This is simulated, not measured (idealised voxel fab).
Documented hereafter: the process module known as voxel lift off.
Pictured: cross-section cut, 145 nm wide, on a grid of 5 nm square cells.
A cross-section in this document is a grid of square cells, and it is written down as bands, the top band listed before the ones below it; a band is made up of one or more rows of cells. Heights first: top, then bottom, in nm. Then materials, left to right, each with a width in nm. "throughout" on a single material: fills the band edge to edge. "blank": empty space. We count height from 0. Below that, the starting wafer is all one material. The lowest band never ends at the bottom but goes on down; see "0 and below" for how that is written. Quick explanation for "30->40": the width changes in equal steps down the rows of cells, from the first number in the band's top row to the second number in its bottom row. Step marked "nothing got changed"? Then no cell in the cross-section changed in it. Entry "Unvented cavities". Content: empty spaces with no open connection to the top, size 8 cells or greater. Each: width x height at distance. Distance: from left edge. Unit: nm. On a step's line, text after the settings is the simulator commenting on that step. overlay nm: where the mask lay relative to plan, measured to the right, on steps with a mask; negatives go left.

-- Intended process steps
1,RECEIVE, material Si
2,CONFORMAL_DEP, material SiO2, thk nm 15
3,PATTERN, tone open, mask id LINES, material resist, width nm 20, pitch nm 50, thk nm 20, overlay nm 0
4,DIRECTIONAL_DEP, material Ru, thk nm 10
5,STRIP, etch materials resist
6,CONFORMAL_DEP, material SiN, thk nm 10

-- Run as planned: first of two wafers

-- Cross-section of the wafer upon arrival, representing the state reached after step 1
0 and below | Si throughout
Unvented cavities: none

-- Cross-section: wafer state after step 2
15 down to 0 | SiO2 throughout
Under the height 0 nothing was changed.

-- Cross-section: wafer state after step 3
35 down to 15 | resist 35 | blank 20 | resist 30 | blank 20 | resist 40
Under the height 15 nothing was changed.

-- Cross-section: wafer state after step 4
45 down to 35 | Ru 35 | blank 20 | Ru 30 | blank 20 | Ru 40
35 down to 25 | resist 35 | blank 20 | resist 30 | blank 20 | resist 40
25 down to 15 | resist 35 | Ru 20 | resist 30 | Ru 20 | resist 40
Under the height 15 nothing was changed.

-- Cross-section: wafer state after step 5
25 down to 15 | blank 35 | Ru 20 | blank 30 | Ru 20 | blank 40
Under the height 15 nothing was changed.

-- Cross-section: wafer state after step 6
35 down to 25 | blank 25 | SiN 40 | blank 10 | SiN 40 | blank 30
25 down to 15 | SiN 35 | Ru 20 | SiN 30 | Ru 20 | SiN 40
Under the height 15 nothing was changed.

-- Second wafer: same start and same plan as the first, one execution error; identical to the first through step 1

-- At the planned end of step 2, the second wafer in cross-section
30 down to 0 | SiO2 throughout
Under the height 0 nothing was changed.

-- At the planned end of step 3, the second wafer in cross-section
50 down to 30 | resist 35 | blank 20 | resist 30 | blank 20 | resist 40
Under the height 30 nothing was changed.

-- At the planned end of step 4, the second wafer in cross-section
60 down to 50 | Ru 35 | blank 20 | Ru 30 | blank 20 | Ru 40
50 down to 40 | resist 35 | blank 20 | resist 30 | blank 20 | resist 40
40 down to 30 | resist 35 | Ru 20 | resist 30 | Ru 20 | resist 40
Under the height 30 nothing was changed.

-- At the planned end of step 5, the second wafer in cross-section
40 down to 30 | blank 35 | Ru 20 | blank 30 | Ru 20 | blank 40
Under the height 30 nothing was changed.

-- At the planned end of step 6, the second wafer in cross-section
50 down to 40 | blank 25 | SiN 40 | blank 10 | SiN 40 | blank 30
40 down to 30 | SiN 35 | Ru 20 | SiN 30 | Ru 20 | SiN 40
Under the height 30 nothing was changed.
Processing error: twice, step 2 of the plan was run
Heads up, by the end the second wafer has more or fewer cells of some materials compared to the first: +87 SiO2
